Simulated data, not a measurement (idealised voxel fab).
process module | voxel fin reveal
cross-section cut | 165 nm wide | cells 5 nm
A cross-section is a grid of square cells, given in bands from the top down. A band is one or more rows of cells.
Each band's line starts with the height of the band's top and of its bottom, in nm. Then come its materials from left to right, each with its width in nm. One material with "throughout" fills the band from edge to edge. "air" is empty space.
Height 0 is the level under which the wafer as received is all one material. The lowest band goes on downwards, as in "0 down".
A width such as "30 to 40" changes by the same amount from each row of cells to the next, from the band's top row to its bottom row.
"no change" after a step means that no cell of the cross-section changed.
closed voids: empty space of 8 cells or more with no open way to the top, each as width x height at its distance from the left edge, in nm
after a step's settings: what the simulator itself notes on the step
overlay nm, on a step with a mask: how far to the right of its planned place the mask lay; to the left if negative
plan
1 op RECEIVE | material Si
2 op CONFORMAL_DEP | material SiN | thk nm 5
3 op DIRECTIONAL_DEP | material aC | thk nm 10
4 op PATTERN | tone cover | mask id FINS | material resist | width nm 15 | pitch nm 40 | thk nm 25 | overlay nm 0
5 op DIRECTIONAL_ETCH | etch materials aC | depth nm 10
6 op STRIP | etch materials resist
7 op DIRECTIONAL_ETCH | etch materials SiN | depth nm 10
8 op DIRECTIONAL_ETCH | etch materials Si | depth nm 35
9 op STRIP | etch materials aC
10 op OXIDIZE | depth nm 5
11 op FILL_DEP | material SiO2 | thk nm 10
12 op CMP | height nm 10
13 op SELECTIVE_ETCH | etch materials SiO2 | depth nm 35
14 op STRIP | etch materials SiN
15 op CONFORMAL_DEP | material HfO2 | thk nm 5
varied across the wafers: thk nm of step 2. The plan shows the first wafer's value. All wafers start alike
first wafer as received, after step 1
  0 down: Si throughout
  closed voids: none
each wafer at the end: cells of each material gained (+) or lost (-) since it was received, then its closed voids
thk nm 5 | +73 HfO2 | -232 Si | +87 SiO2 | closed voids: none
thk nm 10 | +73 HfO2 | -232 Si | +87 SiO2 | closed voids: none
thk nm 15 | +33 HfO2 | closed voids: none
thk nm 20 | +33 HfO2 | closed voids: none
thk nm 25 | +33 HfO2 | closed voids: none
